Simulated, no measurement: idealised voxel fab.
Process module in this document: voxel tone inversion
The cross-section on display is named cut; it measures 220 nm wide, and its cells are 5 nm squares.
Cross-sections here: square-cell grids, written as top-down lists of bands, a band being one or more rows of cells. It is stipulated that each band's entry specify, in nanometres, the height of the top of the band and then that of its bottom, followed by the materials of the band in left-to-right sequence, each together with its width in nanometres. A single material marked by the word "full width" is understood to fill the band from edge to edge; the word "blank" is understood to denote empty space. Heights are reckoned from 0. Under this level, the received wafer is all of one material. The bottommost band is open-ended downward, for example "0 down". Top row gets the first number, bottom row gets the second, and each row in between changes by the same step: that is how a band width like "30->40" works. Key: "nothing got changed" - step with no changed cell in the cross-section. Entry "Tabulated closed voids" = empty spaces >= 8 cells with no open way to the top; each as width x height at distance, distance from left edge, all nm. Whatever follows a step's settings on its line is a remark the simulator itself makes about that step. overlay nm: mask offset rightward from planned place, masked step; negative means leftward offset.
[Planned step list for the process]
- 1: RECEIVE, material Si
- 2: CONFORMAL_DEP, material SiN, thk nm 10
- 3: DIRECTIONAL_DEP, material polySi, thk nm 15
- 4: PATTERN, tone cover, mask id POSTS, material resist, width nm 25, pitch nm 40, thk nm 20, overlay nm 0
- 5: DIRECTIONAL_ETCH, etch materials polySi, depth nm 15
- 6: STRIP, etch materials resist
- 7: FILL_DEP, material SiO2, thk nm 10
- 8: CMP, height nm 25
- 9: STRIP, etch materials polySi
[The cross-section here shows the wafer as received, i.e. in its state after step 1]
    0 down = Si full width
    Tabulated closed voids: none
[Cross-section, end of module. Start: as above. Plan: as above. Execution: one mistake]
    25 to 10 = 55 nm blank, 25 nm SiO2, 15 nm blank, 25 nm SiO2, 15 nm blank, 25 nm SiO2, 60 nm blank
    10 to 0 = SiN full width
    0 down = Si full width
    Tabulated closed voids: none
Which mistake was made when the wafer was run? step 4 ran with different settings than intended, the actual operation and settings being PATTERN, tone open, mask id POSTS, material resist, width nm 25, pitch nm 40, thk nm 20, overlay nm 0
